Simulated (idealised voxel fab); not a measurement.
process module | voxel transistor to metal
cross-section cut | 165 nm wide | cells 5 nm
A cross-section is a grid of square cells, given in bands from the top down. A band is one or more rows of cells.
Each band's line starts with the height of the band's top and of its bottom, in nm. Then come its materials from left to right, each with its width in nm. One material with "throughout" fills the band from edge to edge. "air" is empty space.
Height 0 is the level under which the wafer as received is all one material. The lowest band goes on downwards, as in "0 down".
A width such as "30 to 40" changes by the same amount from each row of cells to the next, from the band's top row to its bottom row.
"no change" after a step means that no cell of the cross-section changed.
closed voids: empty space of 8 cells or more with no open way to the top, each as width x height at its distance from the left edge, in nm
after a step's settings: what the simulator itself notes on the step
overlay nm, on a step with a mask: how far to the right of its planned place the mask lay; to the left if negative
plan
1 op RECEIVE | material Si
2 op OXIDIZE | depth nm 5
3 op CONFORMAL_DEP | material SiN | thk nm 10
4 op MASKED_ETCH | tone cover | mask id ACTIVE | width nm 105 | etch materials SiN | depth nm 10 | overlay nm 0
5 op MASKED_ETCH | tone cover | mask id ACTIVE | width nm 105 | etch materials SiO2 | depth nm 5 | overlay nm 0
6 op MASKED_ETCH | tone cover | mask id ACTIVE | width nm 105 | etch materials Si | depth nm 35 | overlay nm 0
7 op FILL_DEP | material SiO2 | thk nm 10
8 op CMP | height nm 10
9 op SELECTIVE_ETCH | etch materials SiO2 | depth nm 5
10 op STRIP | etch materials SiN
11 op SELECTIVE_ETCH | etch materials SiO2 | depth nm 5
12 op OXIDIZE | depth nm 5
13 op DIRECTIONAL_DEP | material polySi | thk nm 20
14 op DIRECTIONAL_DEP | material SiCN | thk nm 10
15 op PATTERN | tone cover | mask id GATE | material resist | width nm 25 | thk nm 20 | overlay nm 0
16 op DIRECTIONAL_ETCH | etch materials SiCN | depth nm 20
17 op DIRECTIONAL_ETCH | etch materials polySi | depth nm 30
18 op STRIP | etch materials resist
19 op CONFORMAL_DEP | material SiN | thk nm 10
20 op DIRECTIONAL_ETCH | etch materials SiN | depth nm 10
21 op DIRECTIONAL_ETCH | etch materials SiO2 | depth nm 5
22 op DIRECTIONAL_ETCH | etch materials Si | depth nm 5
23 op EPI | material nSi | thk nm 10
24 op FILL_DEP | material SiO2 | thk nm 5
25 op CMP | height nm 25
26 op DIRECTIONAL_DEP | material SiO2 | thk nm 15
27 op MASKED_ETCH | tone open | mask id CONTACT | width nm 30 | pitch nm 65 | etch materials SiO2 | depth nm 45 | overlay nm 0
28 op CONFORMAL_DEP | material TiN | thk nm 5
29 op FILL_DEP | material Ru | thk nm 5
30 op CMP | height nm 40
31 op DIRECTIONAL_DEP | material TiN | thk nm 5
32 op DIRECTIONAL_DEP | material W | thk nm 15
33 op DIRECTIONAL_DEP | material aC | thk nm 15
34 op PATTERN | tone cover | mask id METAL_1 | material resist | width nm 20 | pitch nm 75 | thk nm 30 | overlay nm 0
35 op DIRECTIONAL_ETCH | etch materials aC | depth nm 15
36 op STRIP | etch materials resist
37 op DIRECTIONAL_ETCH | etch materials W | depth nm 15
38 op DIRECTIONAL_ETCH | etch materials TiN | depth nm 5
39 op STRIP | etch materials aC
40 op FILL_DEP | material lowk | thk nm 5
41 op CMP | height nm 60
42 op CONFORMAL_DEP | material SiCN | thk nm 5
43 op DIRECTIONAL_DEP | material SiO2 | thk nm 30
44 op MASKED_ETCH | tone open | mask id METAL_2 | width nm 20 | pitch nm 75 | etch materials SiO2 | depth nm 15 | overlay nm 0
45 op MASKED_ETCH | tone open | mask id METAL_2_HOLES | width nm 15 | pitch nm 75 | etch materials SiO2 | depth nm 15 | overlay nm 0
46 op MASKED_ETCH | tone open | mask id METAL_2_HOLES | width nm 15 | pitch nm 75 | etch materials SiCN | depth nm 5 | overlay nm 0
47 op CONFORMAL_DEP | material TiN | thk nm 5
48 op FILL_DEP | material Cu | thk nm 5
49 op CMP | height nm 95
50 op CONFORMAL_DEP | material SiN | thk nm 5
as received, after step 1
  0 down: Si throughout
  closed voids: none
a wafer at the end: this start, this plan, one mistake
  100 to 95: polySi throughout
  95 to 85: SiO2 35 | TiN 5 | Cu 10 | TiN 5 | SiO2 55 | TiN 5 | Cu 10 | TiN 5 | SiO2 35
  85 to 80: SiO2 35 | TiN 5 | Cu 5 | TiN 10 | SiO2 55 | TiN 5 | Cu 5 | TiN 10 | SiO2 35
  80 to 65: SiO2 35 | TiN 5 | Cu 5 | TiN 5 | SiO2 60 | TiN 5 | Cu 5 | TiN 5 | SiO2 40
  65 to 60: SiCN 35 | TiN 15 | SiCN 60 | TiN 15 | SiCN 40
  60 to 45: lowk 35 | W 20 | lowk 55 | W 20 | lowk 35
  45 to 40: lowk 35 | TiN 20 | lowk 55 | TiN 20 | lowk 35
  40 to 30: SiO2 35 | TiN 5 | Ru 20 | TiN 5 | SiO2 35 | TiN 5 | Ru 20 | TiN 5 | SiO2 35
  30 to 25: SiO2 35 | TiN 5 | Ru 15 | TiN 10 | SiO2 35 | TiN 10 | Ru 15 | TiN 5 | SiO2 35
  25 to 15: SiO2 35 | TiN 5 | Ru 15 | TiN 5 | SiN 10 | SiCN 25 | SiN 10 | TiN 5 | Ru 15 | TiN 5 | SiO2 35
  15 to 5: SiO2 35 | TiN 5 | Ru 15 | TiN 5 | SiN 10 | polySi 25 | SiN 10 | TiN 5 | Ru 15 | TiN 5 | SiO2 35
  5 to 0: SiO2 35 | TiN 25 | SiN 10 | polySi 25 | SiN 10 | TiN 25 | SiO2 35
  0 to -5: SiO2 25 | SiN 10 | nSi 10 | TiN 5 | nSi 10 | SiN 10 | polySi 25 | SiN 10 | nSi 10 | TiN 5 | nSi 10 | SiN 10 | SiO2 25
  -5 to -10: SiO2 35 | nSi 25 | SiO2 45 | nSi 25 | SiO2 35
  -10 to -15: SiO2 30 | Si 5 | nSi 25 | Si 45 | nSi 25 | Si 5 | SiO2 30
  -15 to -40: SiO2 30 | Si 105 | SiO2 30
  -40 down: Si throughout
  closed voids: none
what went wrong: step 50 ran as: op CONFORMAL_DEP | material polySi | thk nm 5
